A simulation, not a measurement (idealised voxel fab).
voxel wiring stack: a process module
The width of the displayed cross-section, cut, is 165 nm; its cells are square, with a size of 5 nm.
How to read a cross-section here: the picture is a grid of square cells, written as bands going from the top down, and any band can span one or more rows of cells. Read a band's entry like this: the first values are the height of its top and the height of its bottom in nm, and what follows is the sequence of materials from left to right, each with its width in nm. Note that "empty" is empty space, and that a single material marked "throughout" reaches across the band from edge to edge. We count height from 0. Below that, the starting wafer is all one material. The lowest band never ends at the bottom but goes on down; see "0 -> down" for how that is written. The width entry "30->40" should be interpreted row by row: the top row of cells in the band takes the first number, the bottom row takes the second number, and the change between adjacent rows is uniform throughout. A step reported as "remains unaltered" is a step in which no cell of the cross-section changed. Entry "Enclosed void list". Content: empty spaces with no open connection to the top, size 8 cells or greater. Each: width x height at distance. Distance: from left edge. Unit: nm. Step line, after settings: the simulator's comment on this step. When a step includes a mask, the "overlay nm" setting on its line states how far to the right of its planned place that mask lay, and negative values state how far to the left.
The steps planned for the process are as follows:
1,RECEIVE,material Si
2,CONFORMAL_DEP,material SiO2,thk nm 10
3,CONFORMAL_DEP,material SiCN,thk nm 5
4,DIRECTIONAL_DEP,material SiO2,thk nm 25
5,DIRECTIONAL_DEP,material aC,thk nm 10
6,PATTERN,tone open,mask id METAL_1,material resist,width nm 30,pitch nm 45,thk nm 25,overlay nm 0
7,DIRECTIONAL_ETCH,etch materials aC,depth nm 10
8,STRIP,etch materials resist
9,DIRECTIONAL_ETCH,etch materials SiO2,depth nm 25
10,DIRECTIONAL_ETCH,etch materials SiCN,depth nm 5
11,STRIP,etch materials aC
12,CONFORMAL_DEP,material TiN,thk nm 5
13,FILL_DEP,material W,thk nm 5
14,CMP,height nm 40
15,CONFORMAL_DEP,material SiCN,thk nm 5
16,DIRECTIONAL_DEP,material lowk,thk nm 15
17,DIRECTIONAL_DEP,material aC,thk nm 15
18,PATTERN,tone open,mask id PLUG_1,material resist,width nm 15,pitch nm 90,thk nm 35,overlay nm 0
19,DIRECTIONAL_ETCH,etch materials aC,depth nm 15
20,STRIP,etch materials resist
21,DIRECTIONAL_ETCH,etch materials lowk,depth nm 15
22,DIRECTIONAL_ETCH,etch materials SiCN,depth nm 5
23,STRIP,etch materials aC
24,EPI,material Ru,thk nm 10
25,EPI,material Ru,thk nm 10
26,DIRECTIONAL_DEP,material TiN,thk nm 5
27,DIRECTIONAL_DEP,material W,thk nm 25
28,MASKED_ETCH,tone cover,mask id METAL_2,width nm 30,pitch nm 45,etch materials W,depth nm 25,overlay nm 0
29,MASKED_ETCH,tone cover,mask id METAL_2,width nm 30,pitch nm 45,etch materials TiN,depth nm 5,overlay nm 0
30,CONFORMAL_DEP,material SiCN,thk nm 5
31,FILL_DEP,material SiO2,thk nm 5
32,CMP,height nm 90
33,CONFORMAL_DEP,material SiCN,thk nm 5
34,DIRECTIONAL_DEP,material lowk,thk nm 25
35,DIRECTIONAL_DEP,material aC,thk nm 15
36,PATTERN,tone open,mask id METAL_3_HOLES,material resist,width nm 15,pitch nm 45,thk nm 35,overlay nm 0
37,DIRECTIONAL_ETCH,etch materials aC,depth nm 15
38,STRIP,etch materials resist
39,DIRECTIONAL_ETCH,etch materials lowk,depth nm 25
40,STRIP,etch materials aC
41,PATTERN,tone open,mask id METAL_3,material resist,width nm 30,pitch nm 45,thk nm 15,overlay nm 0
42,DIRECTIONAL_ETCH,etch materials lowk,depth nm 15
43,DIRECTIONAL_ETCH,etch materials SiCN,depth nm 5
44,STRIP,etch materials resist
45,CONFORMAL_DEP,material TiN,thk nm 5
46,FILL_DEP,material Cu,thk nm 5
47,CMP,height nm 120
48,CONFORMAL_DEP,material SiCN,thk nm 5
So this is the incoming wafer in cross-section - it's already been through step 1:
- 0 -> down  Si throughout
- Enclosed void list: none
Cross-section, first of two wafers, end of module, run as planned:
- 125 -> 120  SiCN throughout
- 120 -> 110  lowk (20) / TiN (5) / Cu (20) / TiN (5) / lowk (15) / TiN (5) / Cu (20) / TiN (5) / lowk (15) / TiN (5) / Cu (20) / TiN (5) / lowk (25)
- 110 -> 105  lowk (20) / TiN (5) / Cu (5) / TiN (20) / lowk (15) / TiN (5) / Cu (5) / TiN (20) / lowk (15) / TiN (5) / Cu (5) / TiN (20) / lowk (25)
- 105 -> 95  lowk (20) / TiN (5) / Cu (5) / TiN (5) / lowk (30) / TiN (5) / Cu (5) / TiN (5) / lowk (30) / TiN (5) / Cu (5) / TiN (5) / lowk (40)
- 95 -> 90  SiCN (20) / TiN (15) / SiCN (30) / TiN (15) / SiCN (30) / TiN (15) / SiCN (40)
- 90 -> 65  SiO2 (15) / SiCN (5) / W (30) / SiCN (5) / SiO2 (5) / SiCN (5) / W (30) / SiCN (5) / SiO2 (5) / SiCN (5) / W (30) / SiCN (5) / SiO2 (20)
- 65 -> 60  SiCN (20) / TiN (30) / SiCN (15) / TiN (30) / SiCN (15) / TiN (30) / SiCN (25)
- 60 -> 45  lowk (20) / Ru (15) / lowk (75) / Ru (15) / lowk (40)
- 45 -> 40  SiCN (20) / Ru (15) / SiCN (75) / Ru (15) / SiCN (40)
- 40 -> 15  SiO2 (20) / TiN (5) / W (20) / TiN (5) / SiO2 (15) / TiN (5) / W (20) / TiN (5) / SiO2 (15) / TiN (5) / W (20) / TiN (5) / SiO2 (25)
- 15 -> 10  SiCN (20) / TiN (30) / SiCN (15) / TiN (30) / SiCN (15) / TiN (30) / SiCN (25)
- 10 -> 0  SiO2 throughout
- 0 -> down  Si throughout
- Enclosed void list: none
Module end: cross-section of wafer two of two. Same start and process plan as the first wafer. One mistake during execution:
- 125 -> 120  SiCN throughout
- 120 -> 110  lowk (20) / TiN (5) / Cu (20) / TiN (5) / lowk (15) / TiN (5) / Cu (20) / TiN (5) / lowk (15) / TiN (5) / Cu (20) / TiN (5) / lowk (25)
- 110 -> 105  lowk (20) / TiN (5) / Cu (5) / TiN (20) / lowk (15) / TiN (5) / Cu (5) / TiN (20) / lowk (15) / TiN (5) / Cu (5) / TiN (20) / lowk (25)
- 105 -> 95  lowk (20) / TiN (5) / Cu (5) / TiN (5) / lowk (30) / TiN (5) / Cu (5) / TiN (5) / lowk (30) / TiN (5) / Cu (5) / TiN (5) / lowk (40)
- 95 -> 90  SiCN (20) / TiN (15) / SiCN (30) / TiN (15) / SiCN (30) / TiN (15) / SiCN (40)
- 90 -> 65  SiO2 (15) / SiCN (5) / W (30) / SiCN (5) / SiO2 (5) / SiCN (5) / W (30) / SiCN (5) / SiO2 (5) / SiCN (5) / W (30) / SiCN (5) / SiO2 (20)
- 65 -> 60  SiCN (20) / TiN (30) / SiCN (15) / TiN (30) / SiCN (15) / TiN (30) / SiCN (25)
- 60 -> 45  lowk (20) / Ru (15) / lowk (75) / Ru (15) / lowk (40)
- 45 -> 40  SiCN (20) / Ru (15) / SiCN (75) / Ru (15) / SiCN (40)
- 40 -> 35  SiCN (20) / TiN (30) / SiCN (15) / TiN (30) / SiCN (15) / TiN (30) / SiCN (25)
- 35 -> 0  SiO2 throughout
- 0 -> down  Si throughout
- Enclosed void list: none
In executing the process, a mistake was made relative to the plan: steps 3 and 4 got flipped, so each one ran where the other should have
The second wafer ends with more or fewer cells of some materials than the first, per final count: SiO2: 90 more; TiN: 30 fewer; W: 60 fewer
